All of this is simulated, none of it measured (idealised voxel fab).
Module name: voxel air gaps (process module)
This is section cut - it's 200 nm across, gridded in 5 nm square cells.
How to read a cross-section here: the picture is a grid of square cells, written as bands going from the top down, and any band can span one or more rows of cells.
A band entry consists of two parts. The first gives the height of the band's top and the height of its bottom, in nm. The rest lists the band's materials from left to right, each with its width in nm. A single material labelled with the word "all across" fills the band from edge to edge, and the word "air" marks empty space.
Heights are expressed relative to 0, this being the level below which the as-received wafer comprises one material exclusively. The lowest band is unbounded in the downward direction and is denoted as in "from 0 down".
Read "30->40" as a graded width: first number on top, second number at the bottom, same change between each pair of neighbouring rows.
"changes: none", as given for a step, is the statement that not any cell of the cross-section underwent a change during that step.
Empty spaces without an open route to the top, at least 8 cells in extent, make up the entry "Closed void table"; each is given as width x height at distance, where the distance is measured from the left edge, and all are in nm.
If you see something after the settings on a step's line, that's the simulator's own remark about that step.
"overlay nm", when on a step's line for a step with a mask, measures how far to the right of its planned place the mask lay; a negative measure means to the left.

## The planned process steps are enumerated hereunder
- 1: RECEIVE | material Si
- 2: CONFORMAL_DEP | material SiO2 | thk nm 15
- 3: CONFORMAL_DEP | material SiCN | thk nm 5
- 4: DIRECTIONAL_DEP | material lowk | thk nm 30
- 5: PATTERN | tone open | mask id LINES | material resist | width nm 20 | pitch nm 45 | thk nm 20 | overlay nm 0
- 6: DIRECTIONAL_ETCH | etch materials lowk | depth nm 30
- 7: STRIP | etch materials resist
- 8: CONFORMAL_DEP | material TiN | thk nm 5
- 9: FILL_DEP | material Ru | thk nm 5
- 10: CMP | height nm 50
- 11: EPI | material Ru | thk nm 10
- 12: SELECTIVE_ETCH | etch materials lowk | depth nm 40
- 13: CONFORMAL_DEP | material SiCN | thk nm 5

## As-received state of the wafer in cross-section, equivalent to post-step 1
from 0 down  Si all across
Closed void table: none

## Cross-section taken at module completion on the first of two wafers; processed per the plan
from 65 to 60  air: 30, SiCN: 140, air: 30
from 60 to 50  air: 30, SiCN: 5, Ru: 40, SiCN: 5, Ru: 40, SiCN: 5, Ru: 40, SiCN: 5, air: 30
from 50 to 45  air: 30, SiCN: 15, TiN: 5, Ru: 10, TiN: 5, SiCN: 25, TiN: 5, Ru: 10, TiN: 5, SiCN: 25, TiN: 5, Ru: 10, TiN: 5, SiCN: 15, air: 30
from 45 to 25  air: 40, SiCN: 5, TiN: 5, Ru: 10, TiN: 5, SiCN: 5, air: 15, SiCN: 5, TiN: 5, Ru: 10, TiN: 5, SiCN: 5, air: 15, SiCN: 5, TiN: 5, Ru: 10, TiN: 5, SiCN: 5, air: 40
from 25 to 20  SiCN: 45, TiN: 20, SiCN: 25, TiN: 20, SiCN: 25, TiN: 20, SiCN: 45
from 20 to 15  SiCN all across
from 15 to 0  SiO2 all across
from 0 down  Si all across
Closed void table: 15 x 20 at 70; 15 x 20 at 115

## Wafer two, sectioned after the module: the first wafer's start, the first wafer's plan, and one mistake in how it was run
from 65 to 60  air: 25, SiCN: 140, air: 35
from 60 to 50  air: 25, SiCN: 5, Ru: 40, SiCN: 5, Ru: 40, SiCN: 5, Ru: 40, SiCN: 5, air: 35
from 50 to 45  air: 25, SiCN: 15, TiN: 5, Ru: 10, TiN: 5, SiCN: 25, TiN: 5, Ru: 10, TiN: 5, SiCN: 25, TiN: 5, Ru: 10, TiN: 5, SiCN: 15, air: 35
from 45 to 25  air: 35, SiCN: 5, TiN: 5, Ru: 10, TiN: 5, SiCN: 5, air: 15, SiCN: 5, TiN: 5, Ru: 10, TiN: 5, SiCN: 5, air: 15, SiCN: 5, TiN: 5, Ru: 10, TiN: 5, SiCN: 5, air: 45
from 25 to 20  SiCN: 40, TiN: 20, SiCN: 25, TiN: 20, SiCN: 25, TiN: 20, SiCN: 50
from 20 to 15  SiCN all across
from 15 to 0  SiO2 all across
from 0 down  Si all across
Closed void table: 15 x 20 at 65; 15 x 20 at 110
Deviation noted in wafer processing: step 5 did not use the planned setting and instead ran as PATTERN | tone open | mask id LINES | material resist | width nm 20 | pitch nm 45 | thk nm 20 | overlay nm -5
At the end, the second wafer has the same number of cells of each material as the first, but those cells sit in other places.
